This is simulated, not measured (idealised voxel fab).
voxel plated lines: a process module
Each square cell in cross-section cut measures 5 nm, and the section as a whole is 155 nm wide.
How to read a cross-section here: the picture is a grid of square cells, written as bands going from the top down, and any band can span one or more rows of cells. First you get the band's top height and its bottom height, in nm, and then the materials it's made of, left to right, with each width in nm. If you see a single material with "throughout", that one covers the band edge to edge. "empty" is empty space. Heights are expressed relative to 0, this being the level below which the as-received wafer comprises one material exclusively. The lowest band is unbounded in the downward direction and is denoted as in "0 and below". Width "30..40": first value at the band's top row of cells, second value at its bottom row, equal change from row to row. When a step is marked "identical to before", none of the cells in the cross-section changed during that step. Voids not open to the top, 8 cells minimum: see "Voids, sealed". Written width x height at distance; distance is from the left edge; nm. Formally, on a step line, whatever follows the settings is a remark that the simulator itself makes on the step. overlay nm, on a step with a mask: how far to the right of its planned place the mask lay; to the left if negative.

[These are the steps we planned for the process]
1 RECEIVE,material Si
2 CONFORMAL_DEP,material SiN,thk nm 15
3 DIRECTIONAL_DEP,material TiN,thk nm 5
4 PATTERN,tone open,mask id LINES,material resist,width nm 25,pitch nm 40,thk nm 25,overlay nm 0
5 EPI,material Ru,thk nm 10
6 EPI,material Ru,thk nm 5
7 STRIP,etch materials resist
8 DIRECTIONAL_ETCH,etch materials TiN,depth nm 5
9 CONFORMAL_DEP,material SiO2,thk nm 10

[Step 1 complete: cross-section of the wafer as received]
    0 and below | Si throughout
    Voids, sealed: none

[Cross-sectional image of the first of two wafers at the end of the module, the run having proceeded as planned]
    45 down to 35 | empty (35) / SiO2 (85) / empty (35)
    35 down to 25 | empty (35) / SiO2 (10) / Ru (25) / SiO2 (15) / Ru (25) / SiO2 (10) / empty (35)
    25 down to 20 | SiO2 (45) / Ru (25) / SiO2 (15) / Ru (25) / SiO2 (45)
    20 down to 15 | SiO2 (45) / TiN (25) / SiO2 (15) / TiN (25) / SiO2 (45)
    15 down to 0 | SiN throughout
    0 and below | Si throughout
    Voids, sealed: none

[Second of two wafers, module complete, sectioned: it shares the first wafer's start and plan but was run with one mistake]
    60 down to 50 | empty (35) / SiO2 (85) / empty (35)
    50 down to 40 | empty (35) / SiO2 (10) / Ru (25) / SiO2 (15) / Ru (25) / SiO2 (10) / empty (35)
    40 down to 35 | SiO2 (45) / Ru (25) / SiO2 (15) / Ru (25) / SiO2 (45)
    35 down to 30 | SiO2 (45) / TiN (25) / SiO2 (15) / TiN (25) / SiO2 (45)
    30 down to 0 | SiN throughout
    0 and below | Si throughout
    Voids, sealed: none
Want to know what went wrong? step 2 of the plan was twice carried out
FYI, end of process, the second wafer has more or fewer cells of some materials than the first: +93 SiN
